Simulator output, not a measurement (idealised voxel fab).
The following is a process module called voxel double patterning.
Cross-section cut: width 245 nm, square cells of 5 nm.
Just so we're on the same page, the cross-sections are grids of square cells, and they're listed out in bands top to bottom, each band one or more rows deep.
Heads up on the band format: heights come first, top then bottom, in nm. After that it's the materials left to right, each with its width in nm. A single material flagged "throughout" fills the whole band edge to edge, and "empty" means there's empty space there.
Below 0: as-received wafer, all one material; heights counted from there. Lowest band: no bottom, goes on down, written "top 0, no bottom".
A width such as "30 to 40" changes by the same amount from each row of cells to the next, from the band's top row to its bottom row.
You'll sometimes find "remains unaltered" written for a step, and that's the way of saying that nowhere in the cross-section did a cell change during that step.
The entry "Sealed void list" lists the empty spaces that cover at least 8 cells and have no open path to the top. Each is written as width x height at distance, where the distance is measured from the left edge and all three values are in nm.
It should be noted that, on the line of a given step, the content following the step's settings is a remark produced by the simulator itself with respect to that step.
If you see "overlay nm" on a step's line and that step has a mask, it's telling you how far right of where it was planned the mask ended up; a negative number means it went left instead.
The remainder of this document consists of a sequence of paired cross-sections. Each pair presents the cross-section prior to one process step together with the cross-section following it, the latter being rendered only as deep as the lowest band that underwent change. The intervening step, together with its settings, is stated beneath each pair. Because the pairs may originate from different runs of this module on the same starting wafer, a given pair is to be read as continuing from the preceding pair only where its entry headed "Before processing" so indicates.
**Before processing**
> top 0, no bottom: Si throughout
> Sealed void list: none
**After the Step**
> top 10, bottom 0: SiN throughout
> For the remainder of the cross-section, below 0, there is no change.
> Sealed void list: none
For reference, the processing step occurring between the two cross-sections presented above is as follows: op CONFORMAL_DEP | material SiN | thk nm 10
Before processing: the pre-step structure is the one depicted after the step in the pair just above.
**After the Step**
> top 25, bottom 10: SiO2 throughout
> For the remainder of the cross-section, below 10, there is no change.
> Sealed void list: none
For reference, the processing step occurring between the two cross-sections presented above is as follows: op DIRECTIONAL_DEP | material SiO2 | thk nm 15
Before processing: the pre-step structure is the one depicted after the step in the pair just above.
**After the Step**
> top 35, bottom 25: SiCN throughout
> For the remainder of the cross-section, below 25, there is no change.
> Sealed void list: none
For reference, the processing step occurring between the two cross-sections presented above is as follows: op DIRECTIONAL_DEP | material SiCN | thk nm 10
Before processing: the pre-step structure is the one depicted after the step in the pair just above.
**After the Step**
> top 35, bottom 25: SiCN (65), then empty (15), then SiCN (35), then empty (15), then SiCN (35), then empty (15), then SiCN (65)
> For the remainder of the cross-section, below 25, there is no change.
> Sealed void list: none
For reference, the processing step occurring between the two cross-sections presented above is as follows: op MASKED_ETCH | tone open | mask id FIRST | width nm 15 | pitch nm 50 | etch materials SiCN | depth nm 10 | overlay nm 0
Before processing: the pre-step structure is the one depicted after the step in the pair just above.
**After the Step**
> top 45, bottom 35: aC (65), then empty (15), then aC (35), then empty (15), then aC (35), then empty (15), then aC (65)
> top 35, bottom 25: SiCN (65), then aC (15), then SiCN (35), then aC (15), then SiCN (35), then aC (15), then SiCN (65)
> For the remainder of the cross-section, below 25, there is no change.
> Sealed void list: none
For reference, the processing step occurring between the two cross-sections presented above is as follows: op DIRECTIONAL_DEP | material aC | thk nm 10
Before processing: the pre-step structure is the one depicted after the step in the pair just above.
**After the Step**
> top 75, bottom 45: resist (90), then empty (15), then resist (35), then empty (15), then resist (90)
> top 45, bottom 35: aC (65), then resist (15), then aC (35), then resist (15), then aC (35), then resist (15), then aC (65)
> For the remainder of the cross-section, below 35, there is no change.
> Sealed void list: none
For reference, the processing step occurring between the two cross-sections presented above is as follows: op PATTERN | tone open | mask id SECOND | material resist | width nm 15 | pitch nm 50 | thk nm 30 | overlay nm 0
Before processing: the pre-step structure is the one depicted after the step in the pair just above.
**After the Step**
> top 65, bottom 45: resist (90), then empty (15), then resist (35), then empty (15), then resist (90)
> top 45, bottom 35: aC (65), then resist (15), then aC (10), then empty (15), then aC (10), then resist (15), then aC (10), then empty (15), then aC (10), then resist (15), then aC (65)
> For the remainder of the cross-section, below 35, there is no change.
> Sealed void list: none
For reference, the processing step occurring between the two cross-sections presented above is as follows: op DIRECTIONAL_ETCH | etch materials aC | depth nm 10
Before processing: the pre-step structure is the one depicted after the step in the pair just above.
**After the Step**
> top 45, bottom 35: aC (65), then empty (15), then aC (10), then empty (15), then aC (10), then empty (15), then aC (10), then empty (15), then aC (10), then empty (15), then aC (65)
> For the remainder of the cross-section, below 35, there is no change.
> Sealed void list: none
For reference, the processing step occurring between the two cross-sections presented above is as follows: op STRIP | etch materials resist
Before processing: the pre-step structure is the one depicted after the step in the pair just above.
**After the Step**
> top 45, bottom 35: aC (65), then empty (15), then aC (10), then empty (15), then aC (10), then empty (15), then aC (10), then empty (15), then aC (10), then empty (15), then aC (65)
> top 35, bottom 25: SiCN (65), then aC (15), then SiCN (10), then empty (15), then SiCN (10), then aC (15), then SiCN (10), then empty (15), then SiCN (10), then aC (15), then SiCN (65)
> For the remainder of the cross-section, below 25, there is no change.
> Sealed void list: none
For reference, the processing step occurring between the two cross-sections presented above is as follows: op DIRECTIONAL_ETCH | etch materials SiCN | depth nm 10
Before processing: the pre-step structure is the one depicted after the step in the pair just above.
**After the Step**
> top 35, bottom 25: SiCN (65), then empty (15), then SiCN (10), then empty (15), then SiCN (10), then empty (15), then SiCN (10), then empty (15), then SiCN (10), then empty (15), then SiCN (65)
> For the remainder of the cross-section, below 25, there is no change.
> Sealed void list: none
For reference, the processing step occurring between the two cross-sections presented above is as follows: op STRIP | etch materials aC
Before processing: the pre-step structure is the one depicted after the step in the pair just above.
**After the Step**
> top 35, bottom 25: SiCN (65), then empty (15), then SiCN (10), then empty (15), then SiCN (10), then empty (15), then SiCN (10), then empty (15), then SiCN (10), then empty (15), then SiCN (65)
> top 25, bottom 10: SiO2 (65), then empty (15), then SiO2 (10), then empty (15), then SiO2 (10), then empty (15), then SiO2 (10), then empty (15), then SiO2 (10), then empty (15), then SiO2 (65)
> For the remainder of the cross-section, below 10, there is no change.
> Sealed void list: none
For reference, the processing step occurring between the two cross-sections presented above is as follows: op DIRECTIONAL_ETCH | etch materials SiO2 | depth nm 15
Before processing: the pre-step structure is the one depicted after the step in the pair just above.
**After the Step**
> top 25, bottom 10: SiO2 (65), then empty (15), then SiO2 (10), then empty (15), then SiO2 (10), then empty (15), then SiO2 (10), then empty (15), then SiO2 (10), then empty (15), then SiO2 (65)
> For the remainder of the cross-section, below 10, there is no change.
> Sealed void list: none
For reference, the processing step occurring between the two cross-sections presented above is as follows: op STRIP | etch materials SiCN
**Before processing**
> top 0, no bottom: Si throughout
> Sealed void list: none
**After the Step**
> top 15, bottom 0: SiO2 throughout
> For the remainder of the cross-section, below 0, there is no change.
> Sealed void list: none
For reference, the processing step occurring between the two cross-sections presented above is as follows: op DIRECTIONAL_DEP | material SiO2 | thk nm 15
Before processing: the pre-step structure is the one depicted after the step in the pair just above.
**After the Step**
> top 25, bottom 15: SiCN throughout
> For the remainder of the cross-section, below 15, there is no change.
> Sealed void list: none
For reference, the processing step occurring between the two cross-sections presented above is as follows: op DIRECTIONAL_DEP | material SiCN | thk nm 10
Before processing: the pre-step structure is the one depicted after the step in the pair just above.
**After the Step**
> top 25, bottom 15: SiCN (65), then empty (15), then SiCN (35), then empty (15), then SiCN (35), then empty (15), then SiCN (65)
> For the remainder of the cross-section, below 15, there is no change.
> Sealed void list: none
For reference, the processing step occurring between the two cross-sections presented above is as follows: op MASKED_ETCH | tone open | mask id FIRST | width nm 15 | pitch nm 50 | etch materials SiCN | depth nm 10 | overlay nm 0
Before processing: the pre-step structure is the one depicted after the step in the pair just above.
**After the Step**
> top 35, bottom 25: aC (65), then empty (15), then aC (35), then empty (15), then aC (35), then empty (15), then aC (65)
> top 25, bottom 15: SiCN (65), then aC (15), then SiCN (35), then aC (15), then SiCN (35), then aC (15), then SiCN (65)
> For the remainder of the cross-section, below 15, there is no change.
> Sealed void list: none
For reference, the processing step occurring between the two cross-sections presented above is as follows: op DIRECTIONAL_DEP | material aC | thk nm 10
Before processing: the pre-step structure is the one depicted after the step in the pair just above.
**After the Step**
> top 65, bottom 35: resist (90), then empty (15), then resist (35), then empty (15), then resist (90)
> top 35, bottom 25: aC (65), then resist (15), then aC (35), then resist (15), then aC (35), then resist (15), then aC (65)
> For the remainder of the cross-section, below 25, there is no change.
> Sealed void list: none
For reference, the processing step occurring between the two cross-sections presented above is as follows: op PATTERN | tone open | mask id SECOND | material resist | width nm 15 | pitch nm 50 | thk nm 30 | overlay nm 0
Before processing: the pre-step structure is the one depicted after the step in the pair just above.
**After the Step**
> top 55, bottom 35: resist (90), then empty (15), then resist (35), then empty (15), then resist (90)
> top 35, bottom 25: aC (65), then resist (15), then aC (10), then empty (15), then aC (10), then resist (15), then aC (10), then empty (15), then aC (10), then resist (15), then aC (65)
> For the remainder of the cross-section, below 25, there is no change.
> Sealed void list: none
For reference, the processing step occurring between the two cross-sections presented above is as follows: op DIRECTIONAL_ETCH | etch materials aC | depth nm 10
Before processing: the pre-step structure is the one depicted after the step in the pair just above.
**After the Step**
> top 35, bottom 25: aC (65), then empty (15), then aC (10), then empty (15), then aC (10), then empty (15), then aC (10), then empty (15), then aC (10), then empty (15), then aC (65)
> For the remainder of the cross-section, below 25, there is no change.
> Sealed void list: none
For reference, the processing step occurring between the two cross-sections presented above is as follows: op STRIP | etch materials resist
Before processing: the pre-step structure is the one depicted after the step in the pair just above.
**After the Step**
> top 35, bottom 25: aC (65), then empty (15), then aC (10), then empty (15), then aC (10), then empty (15), then aC (10), then empty (15), then aC (10), then empty (15), then aC (65)
> top 25, bottom 15: SiCN (65), then aC (15), then SiCN (10), then empty (15), then SiCN (10), then aC (15), then SiCN (10), then empty (15), then SiCN (10), then aC (15), then SiCN (65)
> For the remainder of the cross-section, below 15, there is no change.
> Sealed void list: none
For reference, the processing step occurring between the two cross-sections presented above is as follows: op DIRECTIONAL_ETCH | etch materials SiCN | depth nm 10
Before processing: the pre-step structure is the one depicted after the step in the pair just above.
**After the Step**
> top 25, bottom 15: SiCN (65), then empty (15), then SiCN (10), then empty (15), then SiCN (10), then empty (15), then SiCN (10), then empty (15), then SiCN (10), then empty (15), then SiCN (65)
> For the remainder of the cross-section, below 15, there is no change.
> Sealed void list: none
For reference, the processing step occurring between the two cross-sections presented above is as follows: op STRIP | etch materials aC
Before processing: the pre-step structure is the one depicted after the step in the pair just above.
**After the Step**
> top 25, bottom 15: SiCN (65), then empty (15), then SiCN (10), then empty (15), then SiCN (10), then empty (15), then SiCN (10), then empty (15), then SiCN (10), then empty (15), then SiCN (65)
> top 15, bottom 0: SiO2 (65), then empty (15), then SiO2 (10), then empty (15), then SiO2 (10), then empty (15), then SiO2 (10), then empty (15), then SiO2 (10), then empty (15), then SiO2 (65)
> For the remainder of the cross-section, below 0, there is no change.
> Sealed void list: none
For reference, the processing step occurring between the two cross-sections presented above is as follows: op DIRECTIONAL_ETCH | etch materials SiO2 | depth nm 15
Before processing: the pre-step structure is the one depicted after the step in the pair just above.
**After the Step**
> top 15, bottom 0: SiO2 (65), then empty (15), then SiO2 (10), then empty (15), then SiO2 (10), then empty (15), then SiO2 (10), then empty (15), then SiO2 (10), then empty (15), then SiO2 (65)
> For the remainder of the cross-section, below 0, there is no change.
> Sealed void list: none
For reference, the processing step occurring between the two cross-sections presented above is as follows: op STRIP | etch materials SiCN
**Before processing**
> top 25, bottom 10: SiO2 throughout
> top 10, bottom 0: SiN throughout
> top 0, no bottom: Si throughout
> Sealed void list: none
**After the Step**
> top 40, bottom 10: SiO2 throughout
> For the remainder of the cross-section, below 10, there is no change.
> Sealed void list: none
For reference, the processing step occurring between the two cross-sections presented above is as follows: op DIRECTIONAL_DEP | material SiO2 | thk nm 15
Before processing: the pre-step structure is the one depicted after the step in the pair just above.
**After the Step**
> top 50, bottom 40: SiCN throughout
> For the remainder of the cross-section, below 40, there is no change.
> Sealed void list: none
For reference, the processing step occurring between the two cross-sections presented above is as follows: op DIRECTIONAL_DEP | material SiCN | thk nm 10
Before processing: the pre-step structure is the one depicted after the step in the pair just above.
**After the Step**
> top 50, bottom 40: SiCN (65), then empty (15), then SiCN (35), then empty (15), then SiCN (35), then empty (15), then SiCN (65)
> For the remainder of the cross-section, below 40, there is no change.
> Sealed void list: none
For reference, the processing step occurring between the two cross-sections presented above is as follows: op MASKED_ETCH | tone open | mask id FIRST | width nm 15 | pitch nm 50 | etch materials SiCN | depth nm 10 | overlay nm 0
Before processing: the pre-step structure is the one depicted after the step in the pair just above.
**After the Step**
> top 60, bottom 50: aC (65), then empty (15), then aC (35), then empty (15), then aC (35), then empty (15), then aC (65)
> top 50, bottom 40: SiCN (65), then aC (15), then SiCN (35), then aC (15), then SiCN (35), then aC (15), then SiCN (65)
> For the remainder of the cross-section, below 40, there is no change.
> Sealed void list: none
For reference, the processing step occurring between the two cross-sections presented above is as follows: op DIRECTIONAL_DEP | material aC | thk nm 10
Before processing: the pre-step structure is the one depicted after the step in the pair just above.
**After the Step**
> top 90, bottom 60: resist (90), then empty (15), then resist (35), then empty (15), then resist (90)
> top 60, bottom 50: aC (65), then resist (15), then aC (35), then resist (15), then aC (35), then resist (15), then aC (65)
> For the remainder of the cross-section, below 50, there is no change.
> Sealed void list: none
For reference, the processing step occurring between the two cross-sections presented above is as follows: op PATTERN | tone open | mask id SECOND | material resist | width nm 15 | pitch nm 50 | thk nm 30 | overlay nm 0
Before processing: the pre-step structure is the one depicted after the step in the pair just above.
**After the Step**
> top 80, bottom 60: resist (90), then empty (15), then resist (35), then empty (15), then resist (90)
> top 60, bottom 50: aC (65), then resist (15), then aC (10), then empty (15), then aC (10), then resist (15), then aC (10), then empty (15), then aC (10), then resist (15), then aC (65)
> For the remainder of the cross-section, below 50, there is no change.
> Sealed void list: none
For reference, the processing step occurring between the two cross-sections presented above is as follows: op DIRECTIONAL_ETCH | etch materials aC | depth nm 10
Before processing: the pre-step structure is the one depicted after the step in the pair just above.
**After the Step**
> top 60, bottom 50: aC (65), then empty (15), then aC (10), then empty (15), then aC (10), then empty (15), then aC (10), then empty (15), then aC (10), then empty (15), then aC (65)
> For the remainder of the cross-section, below 50, there is no change.
> Sealed void list: none
For reference, the processing step occurring between the two cross-sections presented above is as follows: op STRIP | etch materials resist
Before processing: the pre-step structure is the one depicted after the step in the pair just above.
**After the Step**
> top 60, bottom 50: aC (65), then empty (15), then aC (10), then empty (15), then aC (10), then empty (15), then aC (10), then empty (15), then aC (10), then empty (15), then aC (65)
> top 50, bottom 40: SiCN (65), then aC (15), then SiCN (10), then empty (15), then SiCN (10), then aC (15), then SiCN (10), then empty (15), then SiCN (10), then aC (15), then SiCN (65)
> For the remainder of the cross-section, below 40, there is no change.
> Sealed void list: none
For reference, the processing step occurring between the two cross-sections presented above is as follows: op DIRECTIONAL_ETCH | etch materials SiCN | depth nm 10
Before processing: the pre-step structure is the one depicted after the step in the pair just above.
**After the Step**
> top 50, bottom 40: SiCN (65), then empty (15), then SiCN (10), then empty (15), then SiCN (10), then empty (15), then SiCN (10), then empty (15), then SiCN (10), then empty (15), then SiCN (65)
> For the remainder of the cross-section, below 40, there is no change.
> Sealed void list: none
For reference, the processing step occurring between the two cross-sections presented above is as follows: op STRIP | etch materials aC
Before processing: the pre-step structure is the one depicted after the step in the pair just above.
**After the Step**
> top 50, bottom 40: SiCN (65), then empty (15), then SiCN (10), then empty (15), then SiCN (10), then empty (15), then SiCN (10), then empty (15), then SiCN (10), then empty (15), then SiCN (65)
> top 40, bottom 25: SiO2 (65), then empty (15), then SiO2 (10), then empty (15), then SiO2 (10), then empty (15), then SiO2 (10), then empty (15), then SiO2 (10), then empty (15), then SiO2 (65)
> For the remainder of the cross-section, below 25, there is no change.
> Sealed void list: none
For reference, the processing step occurring between the two cross-sections presented above is as follows: op DIRECTIONAL_ETCH | etch materials SiO2 | depth nm 15
Before processing: the pre-step structure is the one depicted after the step in the pair just above.
**After the Step**
> top 40, bottom 25: SiO2 (65), then empty (15), then SiO2 (10), then empty (15), then SiO2 (10), then empty (15), then SiO2 (10), then empty (15), then SiO2 (10), then empty (15), then SiO2 (65)
> For the remainder of the cross-section, below 25, there is no change.
> Sealed void list: none
For reference, the processing step occurring between the two cross-sections presented above is as follows: op STRIP | etch materials SiCN
**Before processing**
> top 15, bottom 0: SiO2 throughout
> top 0, no bottom: Si throughout
> Sealed void list: none
**After the Step**
> top 25, bottom 15: SiN throughout
> For the remainder of the cross-section, below 15, there is no change.
> Sealed void list: none
For reference, the processing step occurring between the two cross-sections presented above is as follows: op CONFORMAL_DEP | material SiN | thk nm 10
Before processing: the pre-step structure is the one depicted after the step in the pair just above.
**After the Step**
> top 35, bottom 25: SiCN throughout
> For the remainder of the cross-section, below 25, there is no change.
> Sealed void list: none
For reference, the processing step occurring between the two cross-sections presented above is as follows: op DIRECTIONAL_DEP | material SiCN | thk nm 10
Before processing: the pre-step structure is the one depicted after the step in the pair just above.
**After the Step**
> top 35, bottom 25: SiCN (65), then empty (15), then SiCN (35), then empty (15), then SiCN (35), then empty (15), then SiCN (65)
> For the remainder of the cross-section, below 25, there is no change.
> Sealed void list: none
For reference, the processing step occurring between the two cross-sections presented above is as follows: op MASKED_ETCH | tone open | mask id FIRST | width nm 15 | pitch nm 50 | etch materials SiCN | depth nm 10 | overlay nm 0
Before processing: the pre-step structure is the one depicted after the step in the pair just above.
**After the Step**
> top 45, bottom 35: aC (65), then empty (15), then aC (35), then empty (15), then aC (35), then empty (15), then aC (65)
> top 35, bottom 25: SiCN (65), then aC (15), then SiCN (35), then aC (15), then SiCN (35), then aC (15), then SiCN (65)
> For the remainder of the cross-section, below 25, there is no change.
> Sealed void list: none
For reference, the processing step occurring between the two cross-sections presented above is as follows: op DIRECTIONAL_DEP | material aC | thk nm 10
Before processing: the pre-step structure is the one depicted after the step in the pair just above.
**After the Step**
> top 75, bottom 45: resist (90), then empty (15), then resist (35), then empty (15), then resist (90)
> top 45, bottom 35: aC (65), then resist (15), then aC (35), then resist (15), then aC (35), then resist (15), then aC (65)
> For the remainder of the cross-section, below 35, there is no change.
> Sealed void list: none
For reference, the processing step occurring between the two cross-sections presented above is as follows: op PATTERN | tone open | mask id SECOND | material resist | width nm 15 | pitch nm 50 | thk nm 30 | overlay nm 0
Before processing: the pre-step structure is the one depicted after the step in the pair just above.
**After the Step**
> top 65, bottom 45: resist (90), then empty (15), then resist (35), then empty (15), then resist (90)
> top 45, bottom 35: aC (65), then resist (15), then aC (10), then empty (15), then aC (10), then resist (15), then aC (10), then empty (15), then aC (10), then resist (15), then aC (65)
> For the remainder of the cross-section, below 35, there is no change.
> Sealed void list: none
For reference, the processing step occurring between the two cross-sections presented above is as follows: op DIRECTIONAL_ETCH | etch materials aC | depth nm 10
Before processing: the pre-step structure is the one depicted after the step in the pair just above.
**After the Step**
> top 45, bottom 35: aC (65), then empty (15), then aC (10), then empty (15), then aC (10), then empty (15), then aC (10), then empty (15), then aC (10), then empty (15), then aC (65)
> For the remainder of the cross-section, below 35, there is no change.
> Sealed void list: none
For reference, the processing step occurring between the two cross-sections presented above is as follows: op STRIP | etch materials resist
Before processing: the pre-step structure is the one depicted after the step in the pair just above.
**After the Step**
> top 45, bottom 35: aC (65), then empty (15), then aC (10), then empty (15), then aC (10), then empty (15), then aC (10), then empty (15), then aC (10), then empty (15), then aC (65)
> top 35, bottom 25: SiCN (65), then aC (15), then SiCN (10), then empty (15), then SiCN (10), then aC (15), then SiCN (10), then empty (15), then SiCN (10), then aC (15), then SiCN (65)
> For the remainder of the cross-section, below 25, there is no change.
> Sealed void list: none
For reference, the processing step occurring between the two cross-sections presented above is as follows: op DIRECTIONAL_ETCH | etch materials SiCN | depth nm 10
Before processing: the pre-step structure is the one depicted after the step in the pair just above.
**After the Step**
> top 35, bottom 25: SiCN (65), then empty (15), then SiCN (10), then empty (15), then SiCN (10), then empty (15), then SiCN (10), then empty (15), then SiCN (10), then empty (15), then SiCN (65)
> For the remainder of the cross-section, below 25, there is no change.
> Sealed void list: none
For reference, the processing step occurring between the two cross-sections presented above is as follows: op STRIP | etch materials aC
Before processing: the pre-step structure is the one depicted after the step in the pair just above.
**After the Step**
> top 25, bottom 15: SiN throughout
> For the remainder of the cross-section, below 15, there is no change.
> Sealed void list: none
For reference, the processing step occurring between the two cross-sections presented above is as follows: op STRIP | etch materials SiCN
**Before processing**
> top 35, bottom 25: SiCN (65), then empty (15), then SiCN (10), then empty (15), then SiCN (10), then empty (15), then SiCN (10), then empty (15), then SiCN (10), then empty (15), then SiCN (65)
> top 25, bottom 10: SiO2 throughout
> top 10, bottom 0: SiN throughout
> top 0, no bottom: Si throughout
> Sealed void list: none
**After the Step**
> top 35, bottom 25: SiCN (65), then empty (15), then SiCN (10), then empty (15), then SiCN (10), then empty (15), then SiCN (10), then empty (15), then SiCN (10), then empty (15), then SiCN (65)
> top 25, bottom 20: SiO2 (65), then empty (15), then SiO2 (10), then empty (15), then SiO2 (10), then empty (15), then SiO2 (10), then empty (15), then SiO2 (10), then empty (15), then SiO2 (65)
> For the remainder of the cross-section, below 20, there is no change.
> Sealed void list: none
For reference, the processing step occurring between the two cross-sections presented above is as follows: op DIRECTIONAL_ETCH | etch materials SiO2 | depth nm 5
Before processing: the pre-step structure is the one depicted after the step in the pair just above.
**After the Step**
> top 25, bottom 20: SiO2 (65), then empty (15), then SiO2 (10), then empty (15), then SiO2 (10), then empty (15), then SiO2 (10), then empty (15), then SiO2 (10), then empty (15), then SiO2 (65)
> For the remainder of the cross-section, below 20, there is no change.
> Sealed void list: none
For reference, the processing step occurring between the two cross-sections presented above is as follows: op STRIP | etch materials SiCN
**Before processing**
> top 35, bottom 25: SiCN throughout
> top 25, bottom 10: SiO2 throughout
> top 10, bottom 0: SiN throughout
> top 0, no bottom: Si throughout
> Sealed void list: none
**After the Step**
> top 35, bottom 25: SiCN (65), then empty (20), then SiCN (30), then empty (20), then SiCN (30), then empty (20), then SiCN (60)
> For the remainder of the cross-section, below 25, there is no change.
> Sealed void list: none
For reference, the processing step occurring between the two cross-sections presented above is as follows: op MASKED_ETCH | tone open | mask id FIRST | width nm 20 | pitch nm 50 | etch materials SiCN | depth nm 10 | overlay nm 0
Before processing: the pre-step structure is the one depicted after the step in the pair just above.
**After the Step**
> top 45, bottom 35: aC (65), then empty (20), then aC (30), then empty (20), then aC (30), then empty (20), then aC (60)
> top 35, bottom 25: SiCN (65), then aC (20), then SiCN (30), then aC (20), then SiCN (30), then aC (20), then SiCN (60)
> For the remainder of the cross-section, below 25, there is no change.
> Sealed void list: none
For reference, the processing step occurring between the two cross-sections presented above is as follows: op DIRECTIONAL_DEP | material aC | thk nm 10
Before processing: the pre-step structure is the one depicted after the step in the pair just above.
**After the Step**
> top 75, bottom 45: resist (90), then empty (15), then resist (35), then empty (15), then resist (90)
> top 45, bottom 35: aC (65), then resist (20), then aC (30), then resist (20), then aC (30), then resist (20), then aC (60)
> For the remainder of the cross-section, below 35, there is no change.
> Sealed void list: none
For reference, the processing step occurring between the two cross-sections presented above is as follows: op PATTERN | tone open | mask id SECOND | material resist | width nm 15 | pitch nm 50 | thk nm 30 | overlay nm 0
Before processing: the pre-step structure is the one depicted after the step in the pair just above.
**After the Step**
> top 65, bottom 45: resist (90), then empty (15), then resist (35), then empty (15), then resist (90)
> top 45, bottom 35: aC (65), then resist (20), then aC (5), then empty (15), then aC (10), then resist (20), then aC (5), then empty (15), then aC (10), then resist (20), then aC (60)
> For the remainder of the cross-section, below 35, there is no change.
> Sealed void list: none
For reference, the processing step occurring between the two cross-sections presented above is as follows: op DIRECTIONAL_ETCH | etch materials aC | depth nm 10
Before processing: the pre-step structure is the one depicted after the step in the pair just above.
**After the Step**
> top 45, bottom 35: aC (65), then empty (20), then aC (5), then empty (15), then aC (10), then empty (20), then aC (5), then empty (15), then aC (10), then empty (20), then aC (60)
> For the remainder of the cross-section, below 35, there is no change.
> Sealed void list: none
For reference, the processing step occurring between the two cross-sections presented above is as follows: op STRIP | etch materials resist
Before processing: the pre-step structure is the one depicted after the step in the pair just above.
**After the Step**
> top 45, bottom 35: aC (65), then empty (20), then aC (5), then empty (15), then aC (10), then empty (20), then aC (5), then empty (15), then aC (10), then empty (20), then aC (60)
> top 35, bottom 25: SiCN (65), then aC (20), then SiCN (5), then empty (15), then SiCN (10), then aC (20), then SiCN (5), then empty (15), then SiCN (10), then aC (20), then SiCN (60)
> For the remainder of the cross-section, below 25, there is no change.
> Sealed void list: none
For reference, the processing step occurring between the two cross-sections presented above is as follows: op DIRECTIONAL_ETCH | etch materials SiCN | depth nm 10
Before processing: the pre-step structure is the one depicted after the step in the pair just above.
**After the Step**
> top 35, bottom 25: SiCN (65), then empty (20), then SiCN (5), then empty (15), then SiCN (10), then empty (20), then SiCN (5), then empty (15), then SiCN (10), then empty (20), then SiCN (60)
> For the remainder of the cross-section, below 25, there is no change.
> Sealed void list: none
For reference, the processing step occurring between the two cross-sections presented above is as follows: op STRIP | etch materials aC
Before processing: the pre-step structure is the one depicted after the step in the pair just above.
**After the Step**
> top 35, bottom 25: SiCN (65), then empty (20), then SiCN (5), then empty (15), then SiCN (10), then empty (20), then SiCN (5), then empty (15), then SiCN (10), then empty (20), then SiCN (60)
> top 25, bottom 10: SiO2 (65), then empty (20), then SiO2 (5), then empty (15), then SiO2 (10), then empty (20), then SiO2 (5), then empty (15), then SiO2 (10), then empty (20), then SiO2 (60)
> For the remainder of the cross-section, below 10, there is no change.
> Sealed void list: none
For reference, the processing step occurring between the two cross-sections presented above is as follows: op DIRECTIONAL_ETCH | etch materials SiO2 | depth nm 15
Before processing: the pre-step structure is the one depicted after the step in the pair just above.
**After the Step**
> top 25, bottom 10: SiO2 (65), then empty (20), then SiO2 (5), then empty (15), then SiO2 (10), then empty (20), then SiO2 (5), then empty (15), then SiO2 (10), then empty (20), then SiO2 (60)
> For the remainder of the cross-section, below 10, there is no change.
> Sealed void list: none
For reference, the processing step occurring between the two cross-sections presented above is as follows: op STRIP | etch materials SiCN
**Before processing**
> top 35, bottom 25: SiCN throughout
> top 25, bottom 10: SiO2 throughout
> top 10, bottom 0: SiN throughout
> top 0, no bottom: Si throughout
> Sealed void list: none
**After the Step**
> top 35, bottom 25: SiCN (75), then empty (15), then SiCN (35), then empty (15), then SiCN (35), then empty (15), then SiCN (55)
> For the remainder of the cross-section, below 25, there is no change.
> Sealed void list: none
For reference, the processing step occurring between the two cross-sections presented above is as follows: op MASKED_ETCH | tone open | mask id FIRST | width nm 15 | pitch nm 50 | etch materials SiCN | depth nm 10 | overlay nm 10
Before processing: the pre-step structure is the one depicted after the step in the pair just above.
**After the Step**
> top 45, bottom 35: aC (75), then empty (15), then aC (35), then empty (15), then aC (35), then empty (15), then aC (55)
> top 35, bottom 25: SiCN (75), then aC (15), then SiCN (35), then aC (15), then SiCN (35), then aC (15), then SiCN (55)
> For the remainder of the cross-section, below 25, there is no change.
> Sealed void list: none
For reference, the processing step occurring between the two cross-sections presented above is as follows: op DIRECTIONAL_DEP | material aC | thk nm 10
Before processing: the pre-step structure is the one depicted after the step in the pair just above.
**After the Step**
> top 75, bottom 45: resist (90), then empty (15), then resist (35), then empty (15), then resist (90)
> top 45, bottom 35: aC (75), then resist (15), then aC (35), then resist (15), then aC (35), then resist (15), then aC (55)
> For the remainder of the cross-section, below 35, there is no change.
> Sealed void list: none
For reference, the processing step occurring between the two cross-sections presented above is as follows: op PATTERN | tone open | mask id SECOND | material resist | width nm 15 | pitch nm 50 | thk nm 30 | overlay nm 0
Before processing: the pre-step structure is the one depicted after the step in the pair just above.
**After the Step**
> top 65, bottom 45: resist (90), then empty (15), then resist (35), then empty (15), then resist (90)
> top 45, bottom 35: aC (75), then resist (15), then empty (15), then aC (20), then resist (15), then empty (15), then aC (20), then resist (15), then aC (55)
> For the remainder of the cross-section, below 35, there is no change.
> Sealed void list: none
For reference, the processing step occurring between the two cross-sections presented above is as follows: op DIRECTIONAL_ETCH | etch materials aC | depth nm 10
Before processing: the pre-step structure is the one depicted after the step in the pair just above.
**After the Step**
> top 45, bottom 35: aC (75), then empty (30), then aC (20), then empty (30), then aC (20), then empty (15), then aC (55)
> For the remainder of the cross-section, below 35, there is no change.
> Sealed void list: none
For reference, the processing step occurring between the two cross-sections presented above is as follows: op STRIP | etch materials resist
Before processing: the pre-step structure is the one depicted after the step in the pair just above.
**After the Step**
> top 45, bottom 35: aC (75), then empty (30), then aC (20), then empty (30), then aC (20), then empty (15), then aC (55)
> top 35, bottom 25: SiCN (75), then aC (15), then empty (15), then SiCN (20), then aC (15), then empty (15), then SiCN (20), then aC (15), then SiCN (55)
> For the remainder of the cross-section, below 25, there is no change.
> Sealed void list: none
For reference, the processing step occurring between the two cross-sections presented above is as follows: op DIRECTIONAL_ETCH | etch materials SiCN | depth nm 10
Before processing: the pre-step structure is the one depicted after the step in the pair just above.
**After the Step**
> top 35, bottom 25: SiCN (75), then empty (30), then SiCN (20), then empty (30), then SiCN (20), then empty (15), then SiCN (55)
> For the remainder of the cross-section, below 25, there is no change.
> Sealed void list: none
For reference, the processing step occurring between the two cross-sections presented above is as follows: op STRIP | etch materials aC
Before processing: the pre-step structure is the one depicted after the step in the pair just above.
**After the Step**
> top 35, bottom 25: SiCN (75), then empty (30), then SiCN (20), then empty (30), then SiCN (20), then empty (15), then SiCN (55)
> top 25, bottom 10: SiO2 (75), then empty (30), then SiO2 (20), then empty (30), then SiO2 (20), then empty (15), then SiO2 (55)
> For the remainder of the cross-section, below 10, there is no change.
> Sealed void list: none
For reference, the processing step occurring between the two cross-sections presented above is as follows: op DIRECTIONAL_ETCH | etch materials SiO2 | depth nm 15
Before processing: the pre-step structure is the one depicted after the step in the pair just above.
**After the Step**
> top 25, bottom 10: SiO2 (75), then empty (30), then SiO2 (20), then empty (30), then SiO2 (20), then empty (15), then SiO2 (55)
> For the remainder of the cross-section, below 10, there is no change.
> Sealed void list: none
For reference, the processing step occurring between the two cross-sections presented above is as follows: op STRIP | etch materials SiCN
**Before processing**
> top 10, bottom 0: SiN throughout
> top 0, no bottom: Si throughout
> Sealed void list: none
**After the Step**
> top 25, bottom 0: SiN throughout
> For the remainder of the cross-section, below 0, there is no change.
> Sealed void list: none
For reference, the processing step occurring between the two cross-sections presented above is as follows: op DIRECTIONAL_DEP | material SiN | thk nm 15
